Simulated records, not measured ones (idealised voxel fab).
Process module, titled voxel ribs on slabs
FYI the section here is cut, 265 nm wide, cells are 5 nm squares.
Square cells in a grid make up a cross-section in this document, and the grid is given as bands, listed from the top down, each one or more rows of cells.
For a band, the entry starts with two heights in nm, that of the top and then that of the bottom, and carries on with the band's materials in order from left to right, each alongside its width in nm; the word "edge to edge" beside a single material means it fills the band edge to edge, and "empty" means empty space.
Height datum 0, below which the as-received substrate wafer is one material. Lowest band open at the bottom, running downward: "z 0 and below".
The notation "30->40" denotes a width that varies across the rows of cells in the band, beginning at the first number in the top row, finishing at the second number in the bottom row, and changing by an identical amount from each row to the next.
"same as before" means the step left every cell of the cross-section as it was.
For the entry "Voids, enclosed", the listed items are empty spaces with no open way to the top whose size is 8 cells or more; each item follows the pattern width x height at distance, where distance is from the left edge and all three are in nm.
What comes after the settings on a step's line is commentary from the simulator itself on that step.
A step's line can hold "overlay nm"; with a mask on that step, the setting says how far right of the planned place the mask lay, while a negative setting says it lay to the left.
-- So here's the lineup of process steps we planned
1: RECEIVE (material Si)
2: DIRECTIONAL_DEP (material SiO2; thk nm 30)
3: DIRECTIONAL_DEP (material SiN; thk nm 20)
4: PATTERN (tone cover; mask id RIB; material resist; width nm 30; thk nm 20; overlay nm 0)
5: DIRECTIONAL_ETCH (etch materials SiN; depth nm 15)
6: STRIP (etch materials resist)
7: MASKED_ETCH (tone cover; mask id SLAB; width nm 90; etch materials SiN; depth nm 5; overlay nm 0)
8: FILL_DEP (material SiO2; thk nm 25)
9: CMP (height nm 65)
10: DIRECTIONAL_DEP (material TiN; thk nm 10)
11: MASKED_ETCH (tone cover; mask id HEATER; width nm 40; etch materials TiN; depth nm 10; overlay nm 0)
12: CONFORMAL_DEP (material SiN; thk nm 5)
-- The cross-section here shows the wafer as received, i.e. in its state after step 1
z 0 and below: Si edge to edge
Voids, enclosed: none
-- Wafer at module end, in section. Began as above, planned as above, run with one mistake
z 80 to 75: 100 of empty; 50 of SiN; 115 of empty
z 75 to 70: 100 of empty; 5 of SiN; 40 of TiN; 5 of SiN; 115 of empty
z 70 to 65: 105 of SiN; 40 of TiN; 120 of SiN
z 65 to 50: SiO2 edge to edge
z 50 to 35: 115 of SiO2; 30 of SiN; 120 of SiO2
z 35 to 30: 85 of SiO2; 90 of SiN; 90 of SiO2
z 30 to 0: SiO2 edge to edge
z 0 and below: Si edge to edge
Voids, enclosed: none
Processing error: it should be noted that step 11 was executed with settings other than those planned, the operation and settings actually applied being MASKED_ETCH (tone cover; mask id HEATER; width nm 40; etch materials TiN; depth nm 10; overlay nm -5)
